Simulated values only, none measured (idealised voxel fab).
Documented hereafter: the process module known as voxel transistor to metal.
The cross-section shown here is cut; it is 155 nm wide and divided into square cells measuring 5 nm on a side.
Format of a cross-section: grid, square cells. Given as bands. Order: top down. Band: one or more rows of cells.
Top, bottom (nm), then materials left to right with widths (nm); lone material tagged "edge to edge" fills the whole band edge to edge; "air" = empty space.
Height is counted from the level 0, under which the received wafer is composed throughout of one material. The lowest of the bands is not closed at the bottom but continues downward, in the notation "0 -> down".
Note: "30 to 40" means the width goes from the first number (top row of the band) to the second number (bottom row) in equal steps per row of cells.
Take "stayed the same" at face value: in the step it is given for, the cross-section changed in none of its cells.
Entry "Sealed void inventory". Content: empty spaces with no open connection to the top, size 8 cells or greater. Each: width x height at distance. Distance: from left edge. Unit: nm.
Text after the settings on a step's line: the simulator's own remark on that step.
overlay nm: mask offset rightward from planned place, masked step; negative means leftward offset.

Set out below are the planned steps of the process
1: op RECEIVE | material Si
2: op OXIDIZE | depth nm 5
3: op CONFORMAL_DEP | material SiN | thk nm 15
4: op DIRECTIONAL_DEP | material aC | thk nm 15
5: op PATTERN | tone cover | mask id ACTIVE | material resist | width nm 120 | thk nm 30 | overlay nm 0
6: op DIRECTIONAL_ETCH | etch materials aC | depth nm 15
7: op STRIP | etch materials resist
8: op DIRECTIONAL_ETCH | etch materials SiN | depth nm 15
9: op DIRECTIONAL_ETCH | etch materials SiO2 | depth nm 5
10: op DIRECTIONAL_ETCH | etch materials Si | depth nm 35
11: op STRIP | etch materials aC
12: op FILL_DEP | material SiO2 | thk nm 15
13: op CMP | height nm 15
14: op SELECTIVE_ETCH | etch materials SiO2 | depth nm 5
15: op STRIP | etch materials SiN
16: op SELECTIVE_ETCH | etch materials SiO2 | depth nm 5
17: op OXIDIZE | depth nm 5
18: op DIRECTIONAL_DEP | material polySi | thk nm 20
19: op DIRECTIONAL_DEP | material SiCN | thk nm 10
20: op MASKED_ETCH | tone cover | mask id GATE | width nm 30 | etch materials SiCN | depth nm 20 | overlay nm 0
21: op MASKED_ETCH | tone cover | mask id GATE | width nm 30 | etch materials polySi | depth nm 30 | overlay nm 0
22: op CONFORMAL_DEP | material SiO2 | thk nm 5
23: op DIRECTIONAL_ETCH | etch materials SiO2 | depth nm 5
24: op CONFORMAL_DEP | material SiN | thk nm 10
25: op DIRECTIONAL_ETCH | etch materials SiN | depth nm 10
26: op DIRECTIONAL_ETCH | etch materials SiO2 | depth nm 5
27: op DIRECTIONAL_ETCH | etch materials Si | depth nm 15
28: op EPI | material SiGe | thk nm 15
29: op FILL_DEP | material SiO2 | thk nm 10
30: op CMP | height nm 15
31: op STRIP | etch materials polySi
32: op SELECTIVE_ETCH | etch materials SiO2 | depth nm 5
33: op CONFORMAL_DEP | material HfO2 | thk nm 5
34: op CONFORMAL_DEP | material TiN | thk nm 5
35: op FILL_DEP | material W | thk nm 10
36: op CMP | height nm 10
37: op DIRECTIONAL_DEP | material SiO2 | thk nm 15
38: op DIRECTIONAL_DEP | material aC | thk nm 15
39: op PATTERN | tone open | mask id CONTACT | material resist | width nm 20 | pitch nm 80 | thk nm 30 | overlay nm 0
40: op DIRECTIONAL_ETCH | etch materials aC | depth nm 15
41: op STRIP | etch materials resist
42: op DIRECTIONAL_ETCH | etch materials SiO2 | depth nm 20
43: op STRIP | etch materials aC
44: op CONFORMAL_DEP | material TiN | thk nm 5
45: op FILL_DEP | material W | thk nm 5
46: op CMP | height nm 25
47: op DIRECTIONAL_DEP | material TiN | thk nm 5
48: op DIRECTIONAL_DEP | material W | thk nm 15
49: op MASKED_ETCH | tone cover | mask id METAL_1 | width nm 20 | pitch nm 80 | etch materials W | depth nm 15 | overlay nm 0
50: op MASKED_ETCH | tone cover | mask id METAL_1 | width nm 20 | pitch nm 80 | etch materials TiN | depth nm 5 | overlay nm 0
51: op FILL_DEP | material SiO2 | thk nm 5
52: op CMP | height nm 45
53: op CONFORMAL_DEP | material SiCN | thk nm 5

Incoming wafer, cross-sectional view, post step 1
0 -> down: Si edge to edge
Sealed void inventory: none

First of two wafers: cross-section at end of module, run per plan
50 -> 45: SiCN edge to edge
45 -> 30: 25 SiO2  20 W  60 SiO2  20 W  30 SiO2
30 -> 25: 25 SiO2  20 TiN  60 SiO2  20 TiN  30 SiO2
25 -> 10: 25 SiO2  5 TiN  10 W  5 TiN  60 SiO2  5 TiN  10 W  5 TiN  30 SiO2
10 -> 5: 25 SiO2  20 TiN  10 SiN  5 HfO2  5 TiN  20 W  5 TiN  5 HfO2  10 SiN  20 TiN  30 SiO2
5 -> 0: 15 SiO2  10 SiN  20 SiGe  10 SiN  5 HfO2  5 TiN  20 W  5 TiN  5 HfO2  10 SiN  20 SiGe  10 SiN  20 SiO2
0 -> -5: 15 SiO2  10 SiN  20 SiGe  10 SiN  5 HfO2  30 TiN  5 HfO2  10 SiN  20 SiGe  10 SiN  20 SiO2
-5 -> -10: 25 SiO2  20 SiGe  10 SiO2  40 HfO2  10 SiO2  20 SiGe  30 SiO2
-10 -> -25: 15 SiO2  10 Si  20 SiGe  60 Si  20 SiGe  10 Si  20 SiO2
-25 -> -40: 15 SiO2  120 Si  20 SiO2
-40 -> down: Si edge to edge
Sealed void inventory: none

Wafer two cross-section, module end. Start and plan unchanged from wafer one; one mistake made during the run
50 -> 45: SiCN edge to edge
45 -> 30: 25 SiO2  20 W  60 SiO2  20 W  30 SiO2
30 -> 25: 15 SiO2  30 TiN  50 SiO2  30 TiN  30 SiO2
25 -> 10: 25 SiO2  5 TiN  10 W  5 TiN  60 SiO2  5 TiN  10 W  5 TiN  30 SiO2
10 -> 5: 25 SiO2  20 TiN  10 SiN  5 HfO2  5 TiN  20 W  5 TiN  5 HfO2  10 SiN  20 TiN  30 SiO2
5 -> 0: 15 SiO2  10 SiN  20 SiGe  10 SiN  5 HfO2  5 TiN  20 W  5 TiN  5 HfO2  10 SiN  20 SiGe  10 SiN  20 SiO2
0 -> -5: 15 SiO2  10 SiN  20 SiGe  10 SiN  5 HfO2  30 TiN  5 HfO2  10 SiN  20 SiGe  10 SiN  20 SiO2
-5 -> -10: 25 SiO2  20 SiGe  10 SiO2  40 HfO2  10 SiO2  20 SiGe  30 SiO2
-10 -> -25: 15 SiO2  10 Si  20 SiGe  60 Si  20 SiGe  10 Si  20 SiO2
-25 -> -40: 15 SiO2  120 Si  20 SiO2
-40 -> down: Si edge to edge
Sealed void inventory: none
Error vs. plan: step 50 ran differently from the plan; actual operation with settings: op MASKED_ETCH | tone cover | mask id METAL_1 | width nm 20 | pitch nm 80 | etch materials TiN | depth nm 5 | overlay nm -10
FYI, end of process, the second wafer has more or fewer cells of some materials than the first: -4 SiO2 | +4 TiN
